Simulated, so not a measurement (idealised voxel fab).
voxel wiring stack: a process module
Pictured: cross-section cut, 235 nm wide, on a grid of 5 nm square cells.
Format of a cross-section: grid, square cells. Given as bands. Order: top down. Band: one or more rows of cells. It is stipulated that each band's entry specify, in nanometres, the height of the top of the band and then that of its bottom, followed by the materials of the band in left-to-right sequence, each together with its width in nanometres. A single material marked by the word "full width" is understood to fill the band from edge to edge; the word "blank" is understood to denote empty space. The level at which height equals 0 is the one under which the wafer, as it arrives, is entirely one material. No lower edge exists for the bottom band, which continues downward and is notated as in "0 and below". The notation "30->40" denotes a width that varies across the rows of cells in the band, beginning at the first number in the top row, finishing at the second number in the bottom row, and changing by an identical amount from each row to the next. You'll sometimes find "no modification" written for a step, and that's the way of saying that nowhere in the cross-section did a cell change during that step. "Fully closed voids" specifies each empty space that is not open to the top and that occupies no fewer than 8 cells, using the form width x height at distance, the distance measured from the left edge and all three quantities in nm. On each step's line, the part that comes after the settings is the simulator's own comment on the step. The optional step-line setting "overlay nm" applies to steps with a mask and quantifies how far to the right of its planned location the mask lay, a negative value indicating leftward placement.

# Intended process steps
1,RECEIVE (material Si)
2,CONFORMAL_DEP (material SiO2; thk nm 15)
3,DIRECTIONAL_DEP (material TiN; thk nm 5)
4,DIRECTIONAL_DEP (material Ru; thk nm 25)
5,MASKED_ETCH (tone cover; mask id METAL_1; width nm 20; pitch nm 45; etch materials Ru; depth nm 25; overlay nm 0)
6,MASKED_ETCH (tone cover; mask id METAL_1; width nm 20; pitch nm 45; etch materials TiN; depth nm 5; overlay nm 0)
7,FILL_DEP (material SiO2; thk nm 10)
8,CMP (height nm 45)
9,CONFORMAL_DEP (material SiCN; thk nm 5)
10,DIRECTIONAL_DEP (material lowk; thk nm 10)
11,DIRECTIONAL_DEP (material aC; thk nm 15)
12,PATTERN (tone open; mask id PLUG_1; material resist; width nm 15; pitch nm 90; thk nm 35; overlay nm 0)
13,DIRECTIONAL_ETCH (etch materials aC; depth nm 15)
14,STRIP (etch materials resist)
15,DIRECTIONAL_ETCH (etch materials lowk; depth nm 10)
16,DIRECTIONAL_ETCH (etch materials SiCN; depth nm 5)
17,STRIP (etch materials aC)
18,CONFORMAL_DEP (material TiN; thk nm 5)
19,FILL_DEP (material Cu; thk nm 10)
20,CMP (height nm 60)
21,DIRECTIONAL_DEP (material TiN; thk nm 5)
22,DIRECTIONAL_DEP (material W; thk nm 15)
23,MASKED_ETCH (tone cover; mask id METAL_2; width nm 20; pitch nm 45; etch materials W; depth nm 15; overlay nm 0)
24,MASKED_ETCH (tone cover; mask id METAL_2; width nm 20; pitch nm 45; etch materials TiN; depth nm 5; overlay nm 0)
25,CONFORMAL_DEP (material SiCN; thk nm 5)
26,FILL_DEP (material lowk; thk nm 10)
27,CMP (height nm 80)
28,CONFORMAL_DEP (material SiN; thk nm 5)

# Wafer cross-section on receipt, i.e. after step 1
    0 and below = Si full width
    Fully closed voids: none

# First of two wafers: cross-section at end of module, run per plan
    85 down to 80 = SiN full width
    80 down to 65 = lowk 35 nm  SiCN 5 nm  W 20 nm  SiCN 5 nm  lowk 15 nm  SiCN 5 nm  W 20 nm  SiCN 5 nm  lowk 15 nm  SiCN 5 nm  W 20 nm  SiCN 5 nm  lowk 15 nm  SiCN 5 nm  W 20 nm  SiCN 5 nm  lowk 35 nm
    65 down to 60 = SiCN 40 nm  TiN 20 nm  SiCN 25 nm  TiN 20 nm  SiCN 25 nm  TiN 20 nm  SiCN 25 nm  TiN 20 nm  SiCN 40 nm
    60 down to 50 = lowk 40 nm  TiN 5 nm  Cu 5 nm  TiN 5 nm  lowk 75 nm  TiN 5 nm  Cu 5 nm  TiN 5 nm  lowk 90 nm
    50 down to 45 = SiCN 40 nm  TiN 15 nm  SiCN 75 nm  TiN 15 nm  SiCN 90 nm
    45 down to 20 = SiO2 40 nm  Ru 20 nm  SiO2 25 nm  Ru 20 nm  SiO2 25 nm  Ru 20 nm  SiO2 25 nm  Ru 20 nm  SiO2 40 nm
    20 down to 15 = SiO2 40 nm  TiN 20 nm  SiO2 25 nm  TiN 20 nm  SiO2 25 nm  TiN 20 nm  SiO2 25 nm  TiN 20 nm  SiO2 40 nm
    15 down to 0 = SiO2 full width
    0 and below = Si full width
    Fully closed voids: none

# Here is the second of the two wafers cut open at the end of the module - same start, same plan as the first one, but we made one mistake running it
    85 down to 80 = SiN full width
    80 down to 65 = lowk 35 nm  SiCN 5 nm  W 20 nm  SiCN 5 nm  lowk 15 nm  SiCN 5 nm  W 20 nm  SiCN 5 nm  lowk 15 nm  SiCN 5 nm  W 20 nm  SiCN 5 nm  lowk 15 nm  SiCN 5 nm  W 20 nm  SiCN 5 nm  lowk 35 nm
    65 down to 60 = SiCN 40 nm  TiN 20 nm  SiCN 25 nm  TiN 20 nm  SiCN 25 nm  TiN 20 nm  SiCN 25 nm  TiN 20 nm  SiCN 40 nm
    60 down to 55 = SiCN 40 nm  TiN 15 nm  SiCN 75 nm  TiN 15 nm  SiCN 90 nm
    55 down to 45 = lowk full width
    45 down to 20 = SiO2 40 nm  Ru 20 nm  SiO2 25 nm  Ru 20 nm  SiO2 25 nm  Ru 20 nm  SiO2 25 nm  Ru 20 nm  SiO2 40 nm
    20 down to 15 = SiO2 40 nm  TiN 20 nm  SiO2 25 nm  TiN 20 nm  SiO2 25 nm  TiN 20 nm  SiO2 25 nm  TiN 20 nm  SiO2 40 nm
    15 down to 0 = SiO2 full width
    0 and below = Si full width
    Fully closed voids: none
Want to know what went wrong? step 9 ran in the slot meant for step 10, and vice versa
The closing comparison, in cells, has the second wafer with more or fewer of some materials than the first: Cu -4 | TiN -8 | lowk +12
